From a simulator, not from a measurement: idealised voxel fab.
Process module, titled voxel wiring stack
Shown is cross-section cut, with a width of 275 nm and square cells of size 5 nm.
Cross-sections here: square-cell grids, written as top-down lists of bands, a band being one or more rows of cells.
Heights first: top, then bottom, in nm. Then materials, left to right, each with a width in nm. "full width" on a single material: fills the band edge to edge. "empty": empty space.
Height 0 is the level under which the wafer as received is all one material. The lowest band goes on downwards, as in "0 and below".
Quick explanation for "30->40": the width changes in equal steps down the rows of cells, from the first number in the band's top row to the second number in its bottom row.
For the purposes of this document, the phrase "no change" attached to a step denotes that no cell within the cross-section was modified by that step.
Under "Voids lacking openings" you'll find the enclosed gaps, the ones with no way out to the top, that are 8 cells or bigger; each reads width x height at distance, with distance counted from the left edge, everything in nm.
Formally, on a step line, whatever follows the settings is a remark that the simulator itself makes on the step.
You can add "overlay nm" to a step's line. For a step with a mask, it describes how far the mask lay to the right of its planned position, and a negative number describes a lay to the left.
Listed below are the process steps as planned:
1: RECEIVE: material Si
2: CONFORMAL_DEP: material SiO2, thk nm 10
3: DIRECTIONAL_DEP: material TiN, thk nm 5
4: DIRECTIONAL_DEP: material W, thk nm 25
5: PATTERN: tone cover, mask id METAL_1, material resist, width nm 20, pitch nm 35, thk nm 15, overlay nm 0
6: DIRECTIONAL_ETCH: etch materials W, depth nm 25
7: DIRECTIONAL_ETCH: etch materials TiN, depth nm 5
8: STRIP: etch materials resist
9: FILL_DEP: material lowk, thk nm 5
10: CMP: height nm 40
11: CONFORMAL_DEP: material SiCN, thk nm 5
12: DIRECTIONAL_DEP: material SiO2, thk nm 15
13: PATTERN: tone open, mask id PLUG_1, material resist, width nm 15, pitch nm 70, thk nm 20, overlay nm 0
14: DIRECTIONAL_ETCH: etch materials SiO2, depth nm 15
15: DIRECTIONAL_ETCH: etch materials SiCN, depth nm 5
16: STRIP: etch materials resist
17: EPI: material Ru, thk nm 10
18: EPI: material Ru, thk nm 10
19: DIRECTIONAL_DEP: material TiN, thk nm 5
20: DIRECTIONAL_DEP: material W, thk nm 25
21: DIRECTIONAL_DEP: material aC, thk nm 15
22: PATTERN: tone cover, mask id METAL_2, material resist, width nm 20, pitch nm 35, thk nm 30, overlay nm 0
23: DIRECTIONAL_ETCH: etch materials aC, depth nm 15
24: STRIP: etch materials resist
25: DIRECTIONAL_ETCH: etch materials W, depth nm 25
26: DIRECTIONAL_ETCH: etch materials TiN, depth nm 5
27: STRIP: etch materials aC
28: FILL_DEP: material lowk, thk nm 5
29: CMP: height nm 90
30: CONFORMAL_DEP: material SiCN, thk nm 5
31: DIRECTIONAL_DEP: material SiO2, thk nm 10
32: DIRECTIONAL_DEP: material aC, thk nm 10
33: PATTERN: tone open, mask id PLUG_2, material resist, width nm 15, pitch nm 70, thk nm 25, overlay nm 0
34: DIRECTIONAL_ETCH: etch materials aC, depth nm 10
35: STRIP: etch materials resist
36: DIRECTIONAL_ETCH: etch materials SiO2, depth nm 10
37: DIRECTIONAL_ETCH: etch materials SiCN, depth nm 5
38: STRIP: etch materials aC
39: CONFORMAL_DEP: material TiN, thk nm 5
40: FILL_DEP: material Ru, thk nm 5
41: CMP: height nm 105
42: CONFORMAL_DEP: material SiN, thk nm 5
43: DIRECTIONAL_DEP: material SiO2, thk nm 15
44: PATTERN: tone open, mask id METAL_3, material resist, width nm 20, pitch nm 35, thk nm 20, overlay nm 0
45: DIRECTIONAL_ETCH: etch materials SiO2, depth nm 15
46: DIRECTIONAL_ETCH: etch materials SiN, depth nm 5
47: STRIP: etch materials resist
48: CONFORMAL_DEP: material TiN, thk nm 5
49: FILL_DEP: material Cu, thk nm 10
50: CMP: height nm 125
51: EPI: material Ru, thk nm 5
52: FILL_DEP: material SiCN, thk nm 5
So this is the incoming wafer in cross-section - it's already been through step 1:
    0 and below = Si full width
    Voids lacking openings: none
Same starting wafer, same plan as above, one mistake in the execution; this is the cross-section at the end of the module:
    135 down to 130 = SiCN full width
    130 down to 125 = 85 nm SiCN, 30 nm Ru, 5 nm SiCN, 30 nm Ru, 5 nm SiCN, 30 nm Ru, 90 nm SiCN
    125 down to 110 = 90 nm SiO2, 5 nm TiN, 10 nm Cu, 5 nm TiN, 15 nm SiO2, 5 nm TiN, 10 nm Cu, 5 nm TiN, 15 nm SiO2, 5 nm TiN, 10 nm Cu, 5 nm TiN, 95 nm SiO2
    110 down to 105 = 90 nm SiN, 20 nm TiN, 15 nm SiN, 20 nm TiN, 15 nm SiN, 20 nm TiN, 95 nm SiN
    105 down to 95 = 90 nm SiO2, 5 nm TiN, 5 nm Ru, 5 nm TiN, 55 nm SiO2, 5 nm TiN, 5 nm Ru, 5 nm TiN, 100 nm SiO2
    95 down to 90 = 90 nm SiCN, 15 nm TiN, 55 nm SiCN, 15 nm TiN, 100 nm SiCN
    90 down to 65 = 90 nm lowk, 20 nm W, 15 nm lowk, 20 nm W, 15 nm lowk, 20 nm W, 95 nm lowk
    65 down to 60 = 90 nm lowk, 20 nm TiN, 15 nm lowk, 20 nm TiN, 15 nm lowk, 20 nm TiN, 95 nm lowk
    60 down to 45 = 90 nm lowk, 15 nm SiO2, 55 nm Ru, 15 nm SiO2, 25 nm Ru, 75 nm lowk
    45 down to 40 = 90 nm lowk, 15 nm SiCN, 55 nm Ru, 15 nm SiCN, 25 nm Ru, 75 nm lowk
    40 down to 15 = 90 nm lowk, 20 nm W, 15 nm lowk, 20 nm W, 15 nm lowk, 20 nm W, 95 nm lowk
    15 down to 10 = 90 nm lowk, 20 nm TiN, 15 nm lowk, 20 nm TiN, 15 nm lowk, 20 nm TiN, 95 nm lowk
    10 down to 0 = SiO2 full width
    0 and below = Si full width
    Voids lacking openings: none
Want to know what went wrong? the process deviated at step 13: the operation and settings actually run there were PATTERN: tone cover, mask id PLUG_1, material resist, width nm 15, pitch nm 70, thk nm 20, overlay nm 0
